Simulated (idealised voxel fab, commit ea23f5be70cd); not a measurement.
The document below concerns the process module designated voxel self aligned vias.
cross-section cut | 210 nm wide | cells 5 nm
In what follows, cross-sections appear as grids of square cells, described through bands that run from the top down, where every band is one or more rows of cells.
It is stipulated that each band's entry specify, in nanometres, the height of the top of the band and then that of its bottom, followed by the materials of the band in left-to-right sequence, each together with its width in nanometres. A single material marked by the word "full width" is understood to fill the band from edge to edge; the word "air" is understood to denote empty space.
Heights from 0 (as-received wafer is one material below). Bottom band endless downward, as "0..down".
Top row gets the first number, bottom row gets the second, and each row in between changes by the same step: that is how a band width like "30..40" works.
Take "changes: none" at face value: in the step it is given for, the cross-section changed in none of its cells.
"Closed void table" contains a list of empty spaces, each no smaller than 8 cells and without an open way to the top, written in the form width x height at distance with the distance from the left edge and all three in nm.
On a step's line, text after the settings is the simulator commenting on that step.
Among the settings permitted on a step's line is "overlay nm"; applied to a step with a mask, it specifies the extent to which the mask lay to the right of its planned position, whereas a negative figure signifies a position to the left.
Set out below are the planned steps of the process:
step 1: RECEIVE (material Si)
step 2: CONFORMAL_DEP (material SiO2; thk nm 15)
step 3: CONFORMAL_DEP (material SiCN; thk nm 5)
step 4: DIRECTIONAL_DEP (material SiO2; thk nm 20)
step 5: PATTERN (tone open; mask id LINES; material resist; width nm 30; pitch nm 80; thk nm 15; overlay nm 0)
step 6: DIRECTIONAL_ETCH (etch materials SiO2; depth nm 20)
step 7: STRIP (etch materials resist)
step 8: CONFORMAL_DEP (material TiN; thk nm 5)
step 9: FILL_DEP (material Ru; thk nm 5)
step 10: CMP (height nm 40)
step 11: SELECTIVE_ETCH (etch materials W Ru TiN; depth nm 5)
step 12: FILL_DEP (material SiN; thk nm 10)
step 13: CMP (height nm 40)
step 14: DIRECTIONAL_DEP (material SiO2; thk nm 15)
step 15: MASKED_ETCH (tone open; mask id VIAS; width nm 50; pitch nm 80; etch materials SiO2; depth nm 15; overlay nm 0)
step 16: MASKED_ETCH (tone open; mask id VIAS; width nm 50; pitch nm 80; etch materials SiN; depth nm 5; overlay nm 0)
step 17: CONFORMAL_DEP (material TiN; thk nm 5)
step 18: FILL_DEP (material Cu; thk nm 5)
step 19: CMP (height nm 55)
step 20: CONFORMAL_DEP (material SiCN; thk nm 5)
first wafer, as planned:
This is the cross-section of the wafer as we received it, i.e. after step 1:
0..down | Si full width
Closed void table: none
Step 2 done - wafer cross-section:
15..0 | SiO2 full width
Note: structure below 0 unchanged.
Step 3 done - wafer cross-section:
20..15 | SiCN full width
Note: structure below 15 unchanged.
Step 4 done - wafer cross-section:
40..20 | SiO2 full width
Note: structure below 20 unchanged.
Step 5 done - wafer cross-section:
55..40 | resist 50 nm, then air 30 nm, then resist 50 nm, then air 30 nm, then resist 50 nm
Note: structure below 40 unchanged.
Step 6 done - wafer cross-section:
55..40 | resist 50 nm, then air 30 nm, then resist 50 nm, then air 30 nm, then resist 50 nm
40..20 | SiO2 50 nm, then air 30 nm, then SiO2 50 nm, then air 30 nm, then SiO2 50 nm
Note: structure below 20 unchanged.
Step 7 done - wafer cross-section:
40..20 | SiO2 50 nm, then air 30 nm, then SiO2 50 nm, then air 30 nm, then SiO2 50 nm
Note: structure below 20 unchanged.
Step 8 done - wafer cross-section:
45..40 | TiN 55 nm, then air 20 nm, then TiN 60 nm, then air 20 nm, then TiN 55 nm
40..25 | SiO2 50 nm, then TiN 5 nm, then air 20 nm, then TiN 5 nm, then SiO2 50 nm, then TiN 5 nm, then air 20 nm, then TiN 5 nm, then SiO2 50 nm
25..20 | SiO2 50 nm, then TiN 30 nm, then SiO2 50 nm, then TiN 30 nm, then SiO2 50 nm
Note: structure below 20 unchanged.
Step 9 done - wafer cross-section:
50..45 | Ru full width
45..40 | TiN 55 nm, then Ru 20 nm, then TiN 60 nm, then Ru 20 nm, then TiN 55 nm
40..25 | SiO2 50 nm, then TiN 5 nm, then Ru 20 nm, then TiN 5 nm, then SiO2 50 nm, then TiN 5 nm, then Ru 20 nm, then TiN 5 nm, then SiO2 50 nm
Note: structure below 25 unchanged.
Step 10 done - wafer cross-section:
40..25 | SiO2 50 nm, then TiN 5 nm, then Ru 20 nm, then TiN 5 nm, then SiO2 50 nm, then TiN 5 nm, then Ru 20 nm, then TiN 5 nm, then SiO2 50 nm
Note: structure below 25 unchanged.
Step 11 done - wafer cross-section:
40..35 | SiO2 50 nm, then air 30 nm, then SiO2 50 nm, then air 30 nm, then SiO2 50 nm
Note: structure below 35 unchanged.
Step 12 done - wafer cross-section:
50..40 | SiN full width
40..35 | SiO2 50 nm, then SiN 30 nm, then SiO2 50 nm, then SiN 30 nm, then SiO2 50 nm
Note: structure below 35 unchanged.
Step 13 done - wafer cross-section:
40..35 | SiO2 50 nm, then SiN 30 nm, then SiO2 50 nm, then SiN 30 nm, then SiO2 50 nm
Note: structure below 35 unchanged.
Step 14 done - wafer cross-section:
55..40 | SiO2 full width
Note: structure below 40 unchanged.
Step 15 done - wafer cross-section:
55..40 | SiO2 40 nm, then air 50 nm, then SiO2 30 nm, then air 50 nm, then SiO2 40 nm
Note: structure below 40 unchanged.
Step 16 done - wafer cross-section:
55..40 | SiO2 40 nm, then air 50 nm, then SiO2 30 nm, then air 50 nm, then SiO2 40 nm
40..35 | SiO2 50 nm, then air 30 nm, then SiO2 50 nm, then air 30 nm, then SiO2 50 nm
Note: structure below 35 unchanged.
Step 17 done - wafer cross-section:
60..55 | TiN 45 nm, then air 40 nm, then TiN 40 nm, then air 40 nm, then TiN 45 nm
55..45 | SiO2 40 nm, then TiN 5 nm, then air 40 nm, then TiN 5 nm, then SiO2 30 nm, then TiN 5 nm, then air 40 nm, then TiN 5 nm, then SiO2 40 nm
45..40 | SiO2 40 nm, then TiN 15 nm, then air 20 nm, then TiN 15 nm, then SiO2 30 nm, then TiN 15 nm, then air 20 nm, then TiN 15 nm, then SiO2 40 nm
40..35 | SiO2 50 nm, then TiN 30 nm, then SiO2 50 nm, then TiN 30 nm, then SiO2 50 nm
Note: structure below 35 unchanged.
Step 18 done - wafer cross-section:
65..60 | Cu full width
60..55 | TiN 45 nm, then Cu 40 nm, then TiN 40 nm, then Cu 40 nm, then TiN 45 nm
55..45 | SiO2 40 nm, then TiN 5 nm, then Cu 40 nm, then TiN 5 nm, then SiO2 30 nm, then TiN 5 nm, then Cu 40 nm, then TiN 5 nm, then SiO2 40 nm
45..40 | SiO2 40 nm, then TiN 15 nm, then Cu 20 nm, then TiN 15 nm, then SiO2 30 nm, then TiN 15 nm, then Cu 20 nm, then TiN 15 nm, then SiO2 40 nm
Note: structure below 40 unchanged.
Step 19 done - wafer cross-section:
55..45 | SiO2 40 nm, then TiN 5 nm, then Cu 40 nm, then TiN 5 nm, then SiO2 30 nm, then TiN 5 nm, then Cu 40 nm, then TiN 5 nm, then SiO2 40 nm
Note: structure below 45 unchanged.
Step 20 done - wafer cross-section:
60..55 | SiCN full width
Note: structure below 55 unchanged.
Now the other wafer: same start, same recipe, but we messed up one thing when running it. Up to and including step 14 it's the same as the first one:
Second wafer, cut view, end of step 15 per plan:
55..40 | SiO2 40 nm, then air 50 nm, then SiO2 30 nm, then air 50 nm, then SiO2 40 nm
40..35 | SiO2 40 nm, then air 10 nm, then SiN 30 nm, then air 10 nm, then SiO2 30 nm, then air 10 nm, then SiN 30 nm, then air 10 nm, then SiO2 40 nm
35..25 | SiO2 40 nm, then air 10 nm, then TiN 5 nm, then Ru 20 nm, then TiN 5 nm, then air 10 nm, then SiO2 30 nm, then air 10 nm, then TiN 5 nm, then Ru 20 nm, then TiN 5 nm, then air 10 nm, then SiO2 40 nm
Note: structure below 25 unchanged.
Second wafer, cut view, end of step 16 per plan:
55..35 | SiO2 40 nm, then air 50 nm, then SiO2 30 nm, then air 50 nm, then SiO2 40 nm
Note: structure below 35 unchanged.
Second wafer, cut view, end of step 17 per plan:
60..55 | TiN 45 nm, then air 40 nm, then TiN 40 nm, then air 40 nm, then TiN 45 nm
55..40 | SiO2 40 nm, then TiN 5 nm, then air 40 nm, then TiN 5 nm, then SiO2 30 nm, then TiN 5 nm, then air 40 nm, then TiN 5 nm, then SiO2 40 nm
40..35 | SiO2 40 nm, then TiN 50 nm, then SiO2 30 nm, then TiN 50 nm, then SiO2 40 nm
35..25 | SiO2 40 nm, then TiN 15 nm, then Ru 20 nm, then TiN 15 nm, then SiO2 30 nm, then TiN 15 nm, then Ru 20 nm, then TiN 15 nm, then SiO2 40 nm
Note: structure below 25 unchanged.
Second wafer, cut view, end of step 18 per plan:
65..60 | Cu full width
60..55 | TiN 45 nm, then Cu 40 nm, then TiN 40 nm, then Cu 40 nm, then TiN 45 nm
55..40 | SiO2 40 nm, then TiN 5 nm, then Cu 40 nm, then TiN 5 nm, then SiO2 30 nm, then TiN 5 nm, then Cu 40 nm, then TiN 5 nm, then SiO2 40 nm
Note: structure below 40 unchanged.
Second wafer, cut view, end of step 19 per plan:
55..40 | SiO2 40 nm, then TiN 5 nm, then Cu 40 nm, then TiN 5 nm, then SiO2 30 nm, then TiN 5 nm, then Cu 40 nm, then TiN 5 nm, then SiO2 40 nm
Note: structure below 40 unchanged.
Second wafer, cut view, end of step 20 per plan:
60..55 | SiCN full width
Note: structure below 55 unchanged.
So what did we get wrong on this run? the plan had its step 15 run twice
At the finish, the second wafer shows more or fewer cells for some materials than the first does: 8 more of Cu, 24 fewer of SiO2, 16 more of TiN
